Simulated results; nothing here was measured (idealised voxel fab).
Proc. module: voxel capacitor over wiring
Displayed cross-section: cut, width of 225 nm, square cells sized 5 nm.
If you're reading a cross-section in this doc, picture square cells in a grid; it comes to you as bands, top ones listed first down to the bottom, and a band can be one or more rows of cells.
Basically the band line says how high the top is and how high the bottom is, in nm, and then what's in it from left to right, every material with its width in nm. Empty space shows up as "blank", and if a single material carries "throughout" it runs the full band edge to edge.
Measure heights from 0. That's the level where, below it, the as-received wafer is all one material. The lowest band is bottomless and extends downward; write it as in "0 down".
Top row gets the first number, bottom row gets the second, and each row in between changes by the same step: that is how a band width like "30..40" works.
Any step labelled "all unchanged" changed none of the cells in the cross-section.
You'll see "Voids, fully enclosed" listing empty spaces that have no way open to the top, as long as they're 8 cells or more; the notation is width x height at distance, where the distance is from the left edge, and all of it is in nm.
Whatever follows a step's settings on its line is a remark the simulator itself makes about that step.
"overlay nm" denotes, for a step that has a mask, the displacement of the mask to the right of its planned place, with negative values corresponding to the left.
Every pair from here on: before one process step, after it. The after cross-section reaches only to the lowest band that changed. Below the pair: the step in between and its settings. Pairs can belong to different runs of this module on the same starting wafer; a pair carries on from the pair above only if the entry headed "Before processing" says so.
### Before processing
- 95 to 85  SiO2 throughout
- 85 to 75  65 nm SiO2  65 nm TiN  95 nm SiO2
- 75 to 65  60 nm SiO2  75 nm TiN  90 nm SiO2
- 65 to 60  SiN throughout
- 60 to 40  65 nm lowk  5 nm TiN  5 nm W  5 nm TiN  145 nm lowk
- 40 to 35  65 nm SiCN  15 nm TiN  145 nm SiCN
- 35 to 15  55 nm SiO2  5 nm TiN  15 nm Cu  5 nm TiN  60 nm SiO2  5 nm TiN  15 nm Cu  5 nm TiN  60 nm SiO2
- 15 to 10  55 nm SiN  25 nm TiN  60 nm SiN  25 nm TiN  60 nm SiN
- 10 to 0  SiO2 throughout
- 0 down  Si throughout
- Voids, fully enclosed: none
### Post-Step Section View
- 105 to 95  aC throughout
- Beneath the level 95, the cross-section is identical to its previous state.
- Voids, fully enclosed: none
The before and after cross-sections above are linked by DIRECTIONAL_DEP: material aC, thk nm 10
Before processing: just use the after drawing of the pair above as your starting point.
### Post-Step Section View
- 130 to 105  75 nm resist  15 nm blank  135 nm resist
- Beneath the level 105, the cross-section is identical to its previous state.
- Voids, fully enclosed: none
The before and after cross-sections above are linked by PATTERN: tone open, mask id PLUG_2, material resist, width nm 15, thk nm 25, overlay nm 0
Before processing: just use the after drawing of the pair above as your starting point.
### Post-Step Section View
- 120 to 105  75 nm resist  15 nm blank  135 nm resist
- 105 to 95  75 nm aC  15 nm blank  135 nm aC
- Beneath the level 95, the cross-section is identical to its previous state.
- Voids, fully enclosed: none
The before and after cross-sections above are linked by DIRECTIONAL_ETCH: etch materials aC, depth nm 10
Before processing: just use the after drawing of the pair above as your starting point.
### Post-Step Section View
- 105 to 95  75 nm aC  15 nm blank  135 nm aC
- Beneath the level 95, the cross-section is identical to its previous state.
- Voids, fully enclosed: none
The before and after cross-sections above are linked by STRIP: etch materials resist
Before processing: just use the after drawing of the pair above as your starting point.
### Post-Step Section View
- 105 to 95  75 nm aC  15 nm blank  135 nm aC
- 95 to 85  75 nm SiO2  15 nm blank  135 nm SiO2
- Beneath the level 85, the cross-section is identical to its previous state.
- Voids, fully enclosed: none
The before and after cross-sections above are linked by DIRECTIONAL_ETCH: etch materials SiO2, depth nm 10
Before processing: just use the after drawing of the pair above as your starting point.
### Post-Step Section View
- 95 to 85  75 nm SiO2  15 nm blank  135 nm SiO2
- Beneath the level 85, the cross-section is identical to its previous state.
- Voids, fully enclosed: none
The before and after cross-sections above are linked by STRIP: etch materials aC
Before processing: just use the after drawing of the pair above as your starting point.
### Post-Step Section View
- 100 to 95  80 nm TiN  5 nm blank  140 nm TiN
- 95 to 90  75 nm SiO2  5 nm TiN  5 nm blank  5 nm TiN  135 nm SiO2
- 90 to 85  75 nm SiO2  15 nm TiN  135 nm SiO2
- Beneath the level 85, the cross-section is identical to its previous state.
- Voids, fully enclosed: none
The before and after cross-sections above are linked by CONFORMAL_DEP: material TiN, thk nm 5
Before processing: just use the after drawing of the pair above as your starting point.
### Post-Step Section View
- 110 to 100  Cu throughout
- 100 to 95  80 nm TiN  5 nm Cu  140 nm TiN
- 95 to 90  75 nm SiO2  5 nm TiN  5 nm Cu  5 nm TiN  135 nm SiO2
- Beneath the level 90, the cross-section is identical to its previous state.
- Voids, fully enclosed: none
The before and after cross-sections above are linked by FILL_DEP: material Cu, thk nm 10
Before processing: just use the after drawing of the pair above as your starting point.
### Post-Step Section View
- 95 to 90  75 nm SiO2  5 nm TiN  5 nm Cu  5 nm TiN  135 nm SiO2
- Beneath the level 90, the cross-section is identical to its previous state.
- Voids, fully enclosed: none
The before and after cross-sections above are linked by CMP: height nm 95
Before processing: just use the after drawing of the pair above as your starting point.
### Post-Step Section View
- 100 to 95  SiCN throughout
- Beneath the level 95, the cross-section is identical to its previous state.
- Voids, fully enclosed: none
The before and after cross-sections above are linked by CONFORMAL_DEP: material SiCN, thk nm 5
### Before processing
- 70 to 65  W throughout
- 65 to 60  70 nm TiN  5 nm W  150 nm TiN
- 60 to 40  65 nm lowk  5 nm TiN  5 nm W  5 nm TiN  145 nm lowk
- 40 to 35  65 nm SiCN  15 nm TiN  145 nm SiCN
- 35 to 15  55 nm SiO2  5 nm TiN  15 nm Cu  5 nm TiN  60 nm SiO2  5 nm TiN  15 nm Cu  5 nm TiN  60 nm SiO2
- 15 to 10  55 nm SiN  25 nm TiN  60 nm SiN  25 nm TiN  60 nm SiN
- 10 to 0  SiO2 throughout
- 0 down  Si throughout
- Voids, fully enclosed: none
### Post-Step Section View
- 55 to 40  65 nm lowk  5 nm TiN  5 nm W  5 nm TiN  145 nm lowk
- Beneath the level 40, the cross-section is identical to its previous state.
- Voids, fully enclosed: none
The before and after cross-sections above are linked by CMP: height nm 55
Before processing: just use the after drawing of the pair above as your starting point.
### Post-Step Section View
- 65 to 55  TiN throughout
- Beneath the level 55, the cross-section is identical to its previous state.
- Voids, fully enclosed: none
The before and after cross-sections above are linked by DIRECTIONAL_DEP: material TiN, thk nm 10
Before processing: just use the after drawing of the pair above as your starting point.
### Post-Step Section View
- 70 to 65  SiN throughout
- Beneath the level 65, the cross-section is identical to its previous state.
- Voids, fully enclosed: none
The before and after cross-sections above are linked by DIRECTIONAL_DEP: material SiN, thk nm 5
Before processing: just use the after drawing of the pair above as your starting point.
### Post-Step Section View
- 80 to 70  TiN throughout
- Beneath the level 70, the cross-section is identical to its previous state.
- Voids, fully enclosed: none
The before and after cross-sections above are linked by DIRECTIONAL_DEP: material TiN, thk nm 10
Before processing: just use the after drawing of the pair above as your starting point.
### Post-Step Section View
- 100 to 80  65 nm blank  65 nm resist  95 nm blank
- Beneath the level 80, the cross-section is identical to its previous state.
- Voids, fully enclosed: none
The before and after cross-sections above are linked by PATTERN: tone cover, mask id UPPER_PLATE, material resist, width nm 65, thk nm 20, overlay nm 0
Before processing: just use the after drawing of the pair above as your starting point.
### Post-Step Section View
- 100 to 80  65 nm blank  65 nm resist  95 nm blank
- 80 to 70  65 nm blank  65 nm TiN  95 nm blank
- Beneath the level 70, the cross-section is identical to its previous state.
- Voids, fully enclosed: none
The before and after cross-sections above are linked by DIRECTIONAL_ETCH: etch materials TiN, depth nm 10
Before processing: just use the after drawing of the pair above as your starting point.
### Post-Step Section View
- 100 to 80  65 nm blank  65 nm resist  95 nm blank
- 80 to 70  65 nm blank  65 nm TiN  95 nm blank
- 70 to 65  65 nm blank  65 nm SiN  95 nm blank
- Beneath the level 65, the cross-section is identical to its previous state.
- Voids, fully enclosed: none
The before and after cross-sections above are linked by DIRECTIONAL_ETCH: etch materials SiN, depth nm 5
Before processing: just use the after drawing of the pair above as your starting point.
### Post-Step Section View
- 80 to 70  65 nm blank  65 nm TiN  95 nm blank
- Beneath the level 70, the cross-section is identical to its previous state.
- Voids, fully enclosed: none
The before and after cross-sections above are linked by STRIP: etch materials resist
Before processing: just use the after drawing of the pair above as your starting point.
### Post-Step Section View
- 80 to 70  65 nm blank  65 nm TiN  95 nm blank
- 70 to 65  65 nm blank  65 nm SiN  95 nm blank
- 65 to 55  60 nm blank  75 nm TiN  90 nm blank
- Beneath the level 55, the cross-section is identical to its previous state.
- Voids, fully enclosed: none
The before and after cross-sections above are linked by MASKED_ETCH: tone cover, mask id LOWER_PLATE, width nm 75, etch materials TiN, depth nm 10, overlay nm 0
Before processing: just use the after drawing of the pair above as your starting point.
### Post-Step Section View
- 95 to 80  SiO2 throughout
- 80 to 70  65 nm SiO2  65 nm TiN  95 nm SiO2
- 70 to 65  65 nm SiO2  65 nm SiN  95 nm SiO2
- 65 to 55  60 nm SiO2  75 nm TiN  90 nm SiO2
- Beneath the level 55, the cross-section is identical to its previous state.
- Voids, fully enclosed: none
The before and after cross-sections above are linked by FILL_DEP: material SiO2, thk nm 15
Before processing: just use the after drawing of the pair above as your starting point.
### Post-Step Section View
- 105 to 95  aC throughout
- Beneath the level 95, the cross-section is identical to its previous state.
- Voids, fully enclosed: none
The before and after cross-sections above are linked by DIRECTIONAL_DEP: material aC, thk nm 10
Before processing: just use the after drawing of the pair above as your starting point.
### Post-Step Section View
- 130 to 105  75 nm resist  15 nm blank  135 nm resist
- Beneath the level 105, the cross-section is identical to its previous state.
- Voids, fully enclosed: none
The before and after cross-sections above are linked by PATTERN: tone open, mask id PLUG_2, material resist, width nm 15, thk nm 25, overlay nm 0
Before processing: just use the after drawing of the pair above as your starting point.
### Post-Step Section View
- 120 to 105  75 nm resist  15 nm blank  135 nm resist
- 105 to 95  75 nm aC  15 nm blank  135 nm aC
- Beneath the level 95, the cross-section is identical to its previous state.
- Voids, fully enclosed: none
The before and after cross-sections above are linked by DIRECTIONAL_ETCH: etch materials aC, depth nm 10
Before processing: just use the after drawing of the pair above as your starting point.
### Post-Step Section View
- 105 to 95  75 nm aC  15 nm blank  135 nm aC
- Beneath the level 95, the cross-section is identical to its previous state.
- Voids, fully enclosed: none
The before and after cross-sections above are linked by STRIP: etch materials resist
Before processing: just use the after drawing of the pair above as your starting point.
### Post-Step Section View
- 105 to 95  75 nm aC  15 nm blank  135 nm aC
- 95 to 85  75 nm SiO2  15 nm blank  135 nm SiO2
- Beneath the level 85, the cross-section is identical to its previous state.
- Voids, fully enclosed: none
The before and after cross-sections above are linked by DIRECTIONAL_ETCH: etch materials SiO2, depth nm 10
Before processing: just use the after drawing of the pair above as your starting point.
### Post-Step Section View
- 95 to 85  75 nm SiO2  15 nm blank  135 nm SiO2
- Beneath the level 85, the cross-section is identical to its previous state.
- Voids, fully enclosed: none
The before and after cross-sections above are linked by STRIP: etch materials aC
Before processing: just use the after drawing of the pair above as your starting point.
### Post-Step Section View
- 100 to 95  80 nm TiN  5 nm blank  140 nm TiN
- 95 to 90  75 nm SiO2  5 nm TiN  5 nm blank  5 nm TiN  135 nm SiO2
- 90 to 85  75 nm SiO2  15 nm TiN  135 nm SiO2
- Beneath the level 85, the cross-section is identical to its previous state.
- Voids, fully enclosed: none
The before and after cross-sections above are linked by CONFORMAL_DEP: material TiN, thk nm 5
Before processing: just use the after drawing of the pair above as your starting point.
### Post-Step Section View
- 110 to 100  Cu throughout
- 100 to 95  80 nm TiN  5 nm Cu  140 nm TiN
- 95 to 90  75 nm SiO2  5 nm TiN  5 nm Cu  5 nm TiN  135 nm SiO2
- Beneath the level 90, the cross-section is identical to its previous state.
- Voids, fully enclosed: none
The before and after cross-sections above are linked by FILL_DEP: material Cu, thk nm 10
Before processing: just use the after drawing of the pair above as your starting point.
### Post-Step Section View
- 95 to 90  75 nm SiO2  5 nm TiN  5 nm Cu  5 nm TiN  135 nm SiO2
- Beneath the level 90, the cross-section is identical to its previous state.
- Voids, fully enclosed: none
The before and after cross-sections above are linked by CMP: height nm 95
Before processing: just use the after drawing of the pair above as your starting point.
### Post-Step Section View
- 100 to 95  SiCN throughout
- Beneath the level 95, the cross-section is identical to its previous state.
- Voids, fully enclosed: none
The before and after cross-sections above are linked by CONFORMAL_DEP: material SiCN, thk nm 5
### Before processing
- 50 to 35  aC throughout
- 35 to 15  SiO2 throughout
- 15 to 10  SiN throughout
- 10 to 0  SiO2 throughout
- 0 down  Si throughout
- Voids, fully enclosed: none
### Post-Step Section View
- 85 to 50  50 nm resist  35 nm blank  50 nm resist  35 nm blank  55 nm resist
- Beneath the level 50, the cross-section is identical to its previous state.
- Voids, fully enclosed: none
The before and after cross-sections above are linked by PATTERN: tone open, mask id METAL_1, material resist, width nm 35, pitch nm 85, thk nm 35, overlay nm 0
Before processing: just use the after drawing of the pair above as your starting point.
### Post-Step Section View
- 70 to 50  50 nm resist  35 nm blank  50 nm resist  35 nm blank  55 nm resist
- 50 to 35  50 nm aC  35 nm blank  50 nm aC  35 nm blank  55 nm aC
- Beneath the level 35, the cross-section is identical to its previous state.
- Voids, fully enclosed: none
The before and after cross-sections above are linked by DIRECTIONAL_ETCH: etch materials aC, depth nm 15
Before processing: just use the after drawing of the pair above as your starting point.
### Post-Step Section View
- 50 to 35  50 nm aC  35 nm blank  50 nm aC  35 nm blank  55 nm aC
- Beneath the level 35, the cross-section is identical to its previous state.
- Voids, fully enclosed: none
The before and after cross-sections above are linked by STRIP: etch materials resist
Before processing: just use the after drawing of the pair above as your starting point.
### Post-Step Section View
- 50 to 35  50 nm aC  35 nm blank  50 nm aC  35 nm blank  55 nm aC
- 35 to 15  50 nm SiO2  35 nm blank  50 nm SiO2  35 nm blank  55 nm SiO2
- Beneath the level 15, the cross-section is identical to its previous state.
- Voids, fully enclosed: none
The before and after cross-sections above are linked by DIRECTIONAL_ETCH: etch materials SiO2, depth nm 20
Before processing: just use the after drawing of the pair above as your starting point.
### Post-Step Section View
- 50 to 35  50 nm aC  35 nm blank  50 nm aC  35 nm blank  55 nm aC
- 35 to 15  50 nm SiO2  35 nm blank  50 nm SiO2  35 nm blank  55 nm SiO2
- 15 to 10  50 nm SiN  35 nm blank  50 nm SiN  35 nm blank  55 nm SiN
- Beneath the level 10, the cross-section is identical to its previous state.
- Voids, fully enclosed: none
The before and after cross-sections above are linked by DIRECTIONAL_ETCH: etch materials SiN, depth nm 5
Before processing: just use the after drawing of the pair above as your starting point.
### Post-Step Section View
- 35 to 15  50 nm SiO2  35 nm blank  50 nm SiO2  35 nm blank  55 nm SiO2
- Beneath the level 15, the cross-section is identical to its previous state.
- Voids, fully enclosed: none
The before and after cross-sections above are linked by STRIP: etch materials aC
Before processing: just use the after drawing of the pair above as your starting point.
### Post-Step Section View
- 40 to 35  55 nm TiN  25 nm blank  60 nm TiN  25 nm blank  60 nm TiN
- 35 to 15  50 nm SiO2  5 nm TiN  25 nm blank  5 nm TiN  50 nm SiO2  5 nm TiN  25 nm blank  5 nm TiN  55 nm SiO2
- 15 to 10  50 nm SiN  35 nm TiN  50 nm SiN  35 nm TiN  55 nm SiN
- Beneath the level 10, the cross-section is identical to its previous state.
- Voids, fully enclosed: none
The before and after cross-sections above are linked by CONFORMAL_DEP: material TiN, thk nm 5
Before processing: just use the after drawing of the pair above as your starting point.
### Post-Step Section View
- 50 to 40  Cu throughout
- 40 to 35  55 nm TiN  25 nm Cu  60 nm TiN  25 nm Cu  60 nm TiN
- 35 to 15  50 nm SiO2  5 nm TiN  25 nm Cu  5 nm TiN  50 nm SiO2  5 nm TiN  25 nm Cu  5 nm TiN  55 nm SiO2
- Beneath the level 15, the cross-section is identical to its previous state.
- Voids, fully enclosed: none
The before and after cross-sections above are linked by FILL_DEP: material Cu, thk nm 10
Before processing: just use the after drawing of the pair above as your starting point.
### Post-Step Section View
- 35 to 15  50 nm SiO2  5 nm TiN  25 nm Cu  5 nm TiN  50 nm SiO2  5 nm TiN  25 nm Cu  5 nm TiN  55 nm SiO2
- Beneath the level 15, the cross-section is identical to its previous state.
- Voids, fully enclosed: none
The before and after cross-sections above are linked by CMP: height nm 35
Before processing: just use the after drawing of the pair above as your starting point.
### Post-Step Section View
- 40 to 35  SiCN throughout
- Beneath the level 35, the cross-section is identical to its previous state.
- Voids, fully enclosed: none
The before and after cross-sections above are linked by CONFORMAL_DEP: material SiCN, thk nm 5
Before processing: just use the after drawing of the pair above as your starting point.
### Post-Step Section View
- 60 to 40  lowk throughout
- Beneath the level 40, the cross-section is identical to its previous state.
- Voids, fully enclosed: none
The before and after cross-sections above are linked by DIRECTIONAL_DEP: material lowk, thk nm 20
Before processing: just use the after drawing of the pair above as your starting point.
### Post-Step Section View
- 60 to 40  65 nm lowk  15 nm blank  145 nm lowk
- Beneath the level 40, the cross-section is identical to its previous state.
- Voids, fully enclosed: none
The before and after cross-sections above are linked by MASKED_ETCH: tone open, mask id PLUG_1, width nm 15, etch materials lowk, depth nm 20, overlay nm 0
Before processing: just use the after drawing of the pair above as your starting point.
### Post-Step Section View
- 60 to 40  65 nm lowk  15 nm blank  145 nm lowk
- 40 to 35  65 nm SiCN  15 nm blank  145 nm SiCN
- Beneath the level 35, the cross-section is identical to its previous state.
- Voids, fully enclosed: none
The before and after cross-sections above are linked by MASKED_ETCH: tone open, mask id PLUG_1, width nm 15, etch materials SiCN, depth nm 5, overlay nm 0
Before processing: just use the after drawing of the pair above as your starting point.
### Post-Step Section View
- 65 to 60  70 nm TiN  5 nm blank  150 nm TiN
- 60 to 40  65 nm lowk  5 nm TiN  5 nm blank  5 nm TiN  145 nm lowk
- 40 to 35  65 nm SiCN  15 nm TiN  145 nm SiCN
- Beneath the level 35, the cross-section is identical to its previous state.
- Voids, fully enclosed: none
The before and after cross-sections above are linked by CONFORMAL_DEP: material TiN, thk nm 5
Before processing: just use the after drawing of the pair above as your starting point.
### Post-Step Section View
- 70 to 65  W throughout
- 65 to 60  70 nm TiN  5 nm W  150 nm TiN
- 60 to 40  65 nm lowk  5 nm TiN  5 nm W  5 nm TiN  145 nm lowk
- Beneath the level 40, the cross-section is identical to its previous state.
- Voids, fully enclosed: none
The before and after cross-sections above are linked by FILL_DEP: material W, thk nm 5
Before processing: just use the after drawing of the pair above as your starting point.
### Post-Step Section View
- 60 to 40  65 nm lowk  5 nm TiN  5 nm W  5 nm TiN  145 nm lowk
- Beneath the level 40, the cross-section is identical to its previous state.
- Voids, fully enclosed: none
The before and after cross-sections above are linked by CMP: height nm 60
Before processing: just use the after drawing of the pair above as your starting point.
### Post-Step Section View
- 70 to 60  TiN throughout
- Beneath the level 60, the cross-section is identical to its previous state.
- Voids, fully enclosed: none
The before and after cross-sections above are linked by DIRECTIONAL_DEP: material TiN, thk nm 10
Before processing: just use the after drawing of the pair above as your starting point.
### Post-Step Section View
- 75 to 70  SiN throughout
- Beneath the level 70, the cross-section is identical to its previous state.
- Voids, fully enclosed: none
The before and after cross-sections above are linked by DIRECTIONAL_DEP: material SiN, thk nm 5
Before processing: just use the after drawing of the pair above as your starting point.
### Post-Step Section View
- 85 to 75  TiN throughout
- Beneath the level 75, the cross-section is identical to its previous state.
- Voids, fully enclosed: none
The before and after cross-sections above are linked by DIRECTIONAL_DEP: material TiN, thk nm 10
Before processing: just use the after drawing of the pair above as your starting point.
### Post-Step Section View
- 105 to 85  65 nm blank  65 nm resist  95 nm blank
- Beneath the level 85, the cross-section is identical to its previous state.
- Voids, fully enclosed: none
The before and after cross-sections above are linked by PATTERN: tone cover, mask id UPPER_PLATE, material resist, width nm 65, thk nm 20, overlay nm 0
Before processing: just use the after drawing of the pair above as your starting point.
### Post-Step Section View
- 105 to 85  65 nm blank  65 nm resist  95 nm blank
- 85 to 75  65 nm blank  65 nm TiN  95 nm blank
- Beneath the level 75, the cross-section is identical to its previous state.
- Voids, fully enclosed: none
The before and after cross-sections above are linked by DIRECTIONAL_ETCH: etch materials TiN, depth nm 10
Before processing: just use the after drawing of the pair above as your starting point.
### Post-Step Section View
- 105 to 85  65 nm blank  65 nm resist  95 nm blank
- 85 to 75  65 nm blank  65 nm TiN  95 nm blank
- 75 to 70  65 nm blank  65 nm SiN  95 nm blank
- Beneath the level 70, the cross-section is identical to its previous state.
- Voids, fully enclosed: none
The before and after cross-sections above are linked by DIRECTIONAL_ETCH: etch materials SiN, depth nm 5
Before processing: just use the after drawing of the pair above as your starting point.
### Post-Step Section View
- 85 to 75  65 nm blank  65 nm TiN  95 nm blank
- Beneath the level 75, the cross-section is identical to its previous state.
- Voids, fully enclosed: none
The before and after cross-sections above are linked by STRIP: etch materials resist
Before processing: just use the after drawing of the pair above as your starting point.
### Post-Step Section View
- 85 to 75  65 nm blank  65 nm TiN  95 nm blank
- 75 to 70  65 nm blank  65 nm SiN  95 nm blank
- 70 to 60  60 nm blank  75 nm TiN  90 nm blank
- Beneath the level 60, the cross-section is identical to its previous state.
- Voids, fully enclosed: none
The before and after cross-sections above are linked by MASKED_ETCH: tone cover, mask id LOWER_PLATE, width nm 75, etch materials TiN, depth nm 10, overlay nm 0
Before processing: just use the after drawing of the pair above as your starting point.
### Post-Step Section View
- 100 to 85  SiO2 throughout
- 85 to 75  65 nm SiO2  65 nm TiN  95 nm SiO2
- 75 to 70  65 nm SiO2  65 nm SiN  95 nm SiO2
- 70 to 60  60 nm SiO2  75 nm TiN  90 nm SiO2
- Beneath the level 60, the cross-section is identical to its previous state.
- Voids, fully enclosed: none
The before and after cross-sections above are linked by FILL_DEP: material SiO2, thk nm 15
Before processing: just use the after drawing of the pair above as your starting point.
### Post-Step Section View
- 95 to 85  SiO2 throughout
- Beneath the level 85, the cross-section is identical to its previous state.
- Voids, fully enclosed: none
The before and after cross-sections above are linked by CMP: height nm 95
Before processing: just use the after drawing of the pair above as your starting point.
### Post-Step Section View
- 105 to 95  aC throughout
- Beneath the level 95, the cross-section is identical to its previous state.
- Voids, fully enclosed: none
The before and after cross-sections above are linked by DIRECTIONAL_DEP: material aC, thk nm 10
Before processing: just use the after drawing of the pair above as your starting point.
### Post-Step Section View
- 130 to 105  75 nm resist  15 nm blank  135 nm resist
- Beneath the level 105, the cross-section is identical to its previous state.
- Voids, fully enclosed: none
The before and after cross-sections above are linked by PATTERN: tone open, mask id PLUG_2, material resist, width nm 15, thk nm 25, overlay nm 0
Before processing: just use the after drawing of the pair above as your starting point.
### Post-Step Section View
- 120 to 105  75 nm resist  15 nm blank  135 nm resist
- 105 to 95  75 nm aC  15 nm blank  135 nm aC
- Beneath the level 95, the cross-section is identical to its previous state.
- Voids, fully enclosed: none
The before and after cross-sections above are linked by DIRECTIONAL_ETCH: etch materials aC, depth nm 10
Before processing: just use the after drawing of the pair above as your starting point.
### Post-Step Section View
- 105 to 95  75 nm aC  15 nm blank  135 nm aC
- Beneath the level 95, the cross-section is identical to its previous state.
- Voids, fully enclosed: none
The before and after cross-sections above are linked by STRIP: etch materials resist
Before processing: just use the after drawing of the pair above as your starting point.
### Post-Step Section View
- 105 to 95  75 nm aC  15 nm blank  135 nm aC
- 95 to 85  75 nm SiO2  15 nm blank  135 nm SiO2
- Beneath the level 85, the cross-section is identical to its previous state.
- Voids, fully enclosed: none
The before and after cross-sections above are linked by DIRECTIONAL_ETCH: etch materials SiO2, depth nm 10
Before processing: just use the after drawing of the pair above as your starting point.
### Post-Step Section View
- 95 to 85  75 nm SiO2  15 nm blank  135 nm SiO2
- Beneath the level 85, the cross-section is identical to its previous state.
- Voids, fully enclosed: none
The before and after cross-sections above are linked by STRIP: etch materials aC
Before processing: just use the after drawing of the pair above as your starting point.
### Post-Step Section View
- 100 to 95  80 nm TiN  5 nm blank  140 nm TiN
- 95 to 90  75 nm SiO2  5 nm TiN  5 nm blank  5 nm TiN  135 nm SiO2
- 90 to 85  75 nm SiO2  15 nm TiN  135 nm SiO2
- Beneath the level 85, the cross-section is identical to its previous state.
- Voids, fully enclosed: none
The before and after cross-sections above are linked by CONFORMAL_DEP: material TiN, thk nm 5
Before processing: just use the after drawing of the pair above as your starting point.
### Post-Step Section View
- 110 to 100  Cu throughout
- 100 to 95  80 nm TiN  5 nm Cu  140 nm TiN
- 95 to 90  75 nm SiO2  5 nm TiN  5 nm Cu  5 nm TiN  135 nm SiO2
- Beneath the level 90, the cross-section is identical to its previous state.
- Voids, fully enclosed: none
The before and after cross-sections above are linked by FILL_DEP: material Cu, thk nm 10
Before processing: just use the after drawing of the pair above as your starting point.
### Post-Step Section View
- 95 to 90  75 nm SiO2  5 nm TiN  5 nm Cu  5 nm TiN  135 nm SiO2
- Beneath the level 90, the cross-section is identical to its previous state.
- Voids, fully enclosed: none
The before and after cross-sections above are linked by CMP: height nm 95
Before processing: just use the after drawing of the pair above as your starting point.
### Post-Step Section View
- 100 to 95  SiCN throughout
- Beneath the level 95, the cross-section is identical to its previous state.
- Voids, fully enclosed: none
The before and after cross-sections above are linked by CONFORMAL_DEP: material SiCN, thk nm 5
### Before processing
- 85 to 75  65 nm blank  65 nm TiN  95 nm blank
- 75 to 70  65 nm blank  65 nm SiN  95 nm blank
- 70 to 60  TiN throughout
- 60 to 40  65 nm lowk  5 nm TiN  5 nm W  5 nm TiN  145 nm lowk
- 40 to 35  65 nm SiCN  15 nm TiN  145 nm SiCN
- 35 to 15  55 nm SiO2  5 nm TiN  15 nm Cu  5 nm TiN  60 nm SiO2  5 nm TiN  15 nm Cu  5 nm TiN  60 nm SiO2
- 15 to 10  55 nm SiN  25 nm TiN  60 nm SiN  25 nm TiN  60 nm SiN
- 10 to 0  SiO2 throughout
- 0 down  Si throughout
- Voids, fully enclosed: none
### Post-Step Section View
- 85 to 75  65 nm blank  65 nm TiN  95 nm blank
- 75 to 70  65 nm blank  65 nm SiN  95 nm blank
- 70 to 60  65 nm blank  75 nm TiN  85 nm blank
- Beneath the level 60, the cross-section is identical to its previous state.
- Voids, fully enclosed: none
The before and after cross-sections above are linked by MASKED_ETCH: tone cover, mask id LOWER_PLATE, width nm 75, etch materials TiN, depth nm 10, overlay nm 5
Before processing: just use the after drawing of the pair above as your starting point.
### Post-Step Section View
- 100 to 85  SiO2 throughout
- 85 to 75  65 nm SiO2  65 nm TiN  95 nm SiO2
- 75 to 70  65 nm SiO2  65 nm SiN  95 nm SiO2
- 70 to 60  65 nm SiO2  75 nm TiN  85 nm SiO2
- Beneath the level 60, the cross-section is identical to its previous state.
- Voids, fully enclosed: none
The before and after cross-sections above are linked by FILL_DEP: material SiO2, thk nm 15
Before processing: just use the after drawing of the pair above as your starting point.
### Post-Step Section View
- 95 to 85  SiO2 throughout
- Beneath the level 85, the cross-section is identical to its previous state.
- Voids, fully enclosed: none
The before and after cross-sections above are linked by CMP: height nm 95
Before processing: just use the after drawing of the pair above as your starting point.
### Post-Step Section View
- 105 to 95  aC throughout
- Beneath the level 95, the cross-section is identical to its previous state.
- Voids, fully enclosed: none
The before and after cross-sections above are linked by DIRECTIONAL_DEP: material aC, thk nm 10
Before processing: just use the after drawing of the pair above as your starting point.
### Post-Step Section View
- 130 to 105  75 nm resist  15 nm blank  135 nm resist
- Beneath the level 105, the cross-section is identical to its previous state.
- Voids, fully enclosed: none
The before and after cross-sections above are linked by PATTERN: tone open, mask id PLUG_2, material resist, width nm 15, thk nm 25, overlay nm 0
Before processing: just use the after drawing of the pair above as your starting point.
### Post-Step Section View
- 120 to 105  75 nm resist  15 nm blank  135 nm resist
- 105 to 95  75 nm aC  15 nm blank  135 nm aC
- Beneath the level 95, the cross-section is identical to its previous state.
- Voids, fully enclosed: none
The before and after cross-sections above are linked by DIRECTIONAL_ETCH: etch materials aC, depth nm 10
Before processing: just use the after drawing of the pair above as your starting point.
### Post-Step Section View
- 105 to 95  75 nm aC  15 nm blank  135 nm aC
- Beneath the level 95, the cross-section is identical to its previous state.
- Voids, fully enclosed: none
The before and after cross-sections above are linked by STRIP: etch materials resist
Before processing: just use the after drawing of the pair above as your starting point.
### Post-Step Section View
- 105 to 95  75 nm aC  15 nm blank  135 nm aC
- 95 to 85  75 nm SiO2  15 nm blank  135 nm SiO2
- Beneath the level 85, the cross-section is identical to its previous state.
- Voids, fully enclosed: none
The before and after cross-sections above are linked by DIRECTIONAL_ETCH: etch materials SiO2, depth nm 10
Before processing: just use the after drawing of the pair above as your starting point.
### Post-Step Section View
- 95 to 85  75 nm SiO2  15 nm blank  135 nm SiO2
- Beneath the level 85, the cross-section is identical to its previous state.
- Voids, fully enclosed: none
The before and after cross-sections above are linked by STRIP: etch materials aC
Before processing: just use the after drawing of the pair above as your starting point.
### Post-Step Section View
- 100 to 95  80 nm TiN  5 nm blank  140 nm TiN
- 95 to 90  75 nm SiO2  5 nm TiN  5 nm blank  5 nm TiN  135 nm SiO2
- 90 to 85  75 nm SiO2  15 nm TiN  135 nm SiO2
- Beneath the level 85, the cross-section is identical to its previous state.
- Voids, fully enclosed: none
The before and after cross-sections above are linked by CONFORMAL_DEP: material TiN, thk nm 5
Before processing: just use the after drawing of the pair above as your starting point.
### Post-Step Section View
- 110 to 100  Cu throughout
- 100 to 95  80 nm TiN  5 nm Cu  140 nm TiN
- 95 to 90  75 nm SiO2  5 nm TiN  5 nm Cu  5 nm TiN  135 nm SiO2
- Beneath the level 90, the cross-section is identical to its previous state.
- Voids, fully enclosed: none
The before and after cross-sections above are linked by FILL_DEP: material Cu, thk nm 10
Before processing: just use the after drawing of the pair above as your starting point.
### Post-Step Section View
- 95 to 90  75 nm SiO2  5 nm TiN  5 nm Cu  5 nm TiN  135 nm SiO2
- Beneath the level 90, the cross-section is identical to its previous state.
- Voids, fully enclosed: none
The before and after cross-sections above are linked by CMP: height nm 95
Before processing: just use the after drawing of the pair above as your starting point.
### Post-Step Section View
- 100 to 95  SiCN throughout
- Beneath the level 95, the cross-section is identical to its previous state.
- Voids, fully enclosed: none
The before and after cross-sections above are linked by CONFORMAL_DEP: material SiCN, thk nm 5
### Before processing
- 60 to 40  65 nm lowk  5 nm TiN  5 nm W  5 nm TiN  145 nm lowk
- 40 to 35  65 nm SiCN  15 nm TiN  145 nm SiCN
- 35 to 15  55 nm SiO2  5 nm TiN  15 nm Cu  5 nm TiN  60 nm SiO2  5 nm TiN  15 nm Cu  5 nm TiN  60 nm SiO2
- 15 to 10  55 nm SiN  25 nm TiN  60 nm SiN  25 nm TiN  60 nm SiN
- 10 to 0  SiO2 throughout
- 0 down  Si throughout
- Voids, fully enclosed: none
### Post-Step Section View
- 70 to 60  W throughout
- Beneath the level 60, the cross-section is identical to its previous state.
- Voids, fully enclosed: none
The before and after cross-sections above are linked by DIRECTIONAL_DEP: material W, thk nm 10
